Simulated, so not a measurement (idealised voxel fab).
process module | voxel fin reveal
cross-section cut | 290 nm wide | cells 5 nm
A cross-section is a grid of square cells, given in bands from the top down. A band is one or more rows of cells.
Each band's line starts with the height of the band's top and of its bottom, in nm. Then come its materials from left to right, each with its width in nm. One material with "throughout" fills the band from edge to edge. "air" is empty space.
Height 0 is the level under which the wafer as received is all one material. The lowest band goes on downwards, as in "0 down".
A width such as "30 to 40" changes by the same amount from each row of cells to the next, from the band's top row to its bottom row.
"no change" after a step means that no cell of the cross-section changed.
closed voids: empty space of 8 cells or more with no open way to the top, each as width x height at its distance from the left edge, in nm
after a step's settings: what the simulator itself notes on the step
overlay nm, on a step with a mask: how far to the right of its planned place the mask lay; to the left if negative
plan
1 op RECEIVE | material Si
2 op CONFORMAL_DEP | material SiN | thk nm 5
3 op DIRECTIONAL_DEP | material aC | thk nm 15
4 op PATTERN | tone cover | mask id FINS | material resist | width nm 15 | pitch nm 35 | thk nm 30 | overlay nm 0
5 op DIRECTIONAL_ETCH | etch materials aC | depth nm 15
6 op STRIP | etch materials resist
7 op DIRECTIONAL_ETCH | etch materials SiN | depth nm 5
8 op DIRECTIONAL_ETCH | etch materials Si | depth nm 35
9 op STRIP | etch materials aC
10 op OXIDIZE | depth nm 5
11 op FILL_DEP | material SiO2 | thk nm 15
12 op CMP | height nm 5
13 op SELECTIVE_ETCH | etch materials SiO2 | depth nm 25
14 op STRIP | etch materials SiN
15 op CONFORMAL_DEP | material SiO2 | thk nm 5
as received, after step 1
  0 down: Si throughout
  closed voids: none
a wafer at the end: this start, this plan, one mistake
  5 to 0: air 85 | SiO2 15 | air 20 | SiO2 15 | air 20 | SiO2 15 | air 20 | SiO2 15 | air 85
  0 to -40: SiO2 90 | Si 5 | SiO2 30 | Si 5 | SiO2 30 | Si 5 | SiO2 30 | Si 5 | SiO2 90
  -40 down: Si throughout
  closed voids: none
what went wrong: step 12 was left out
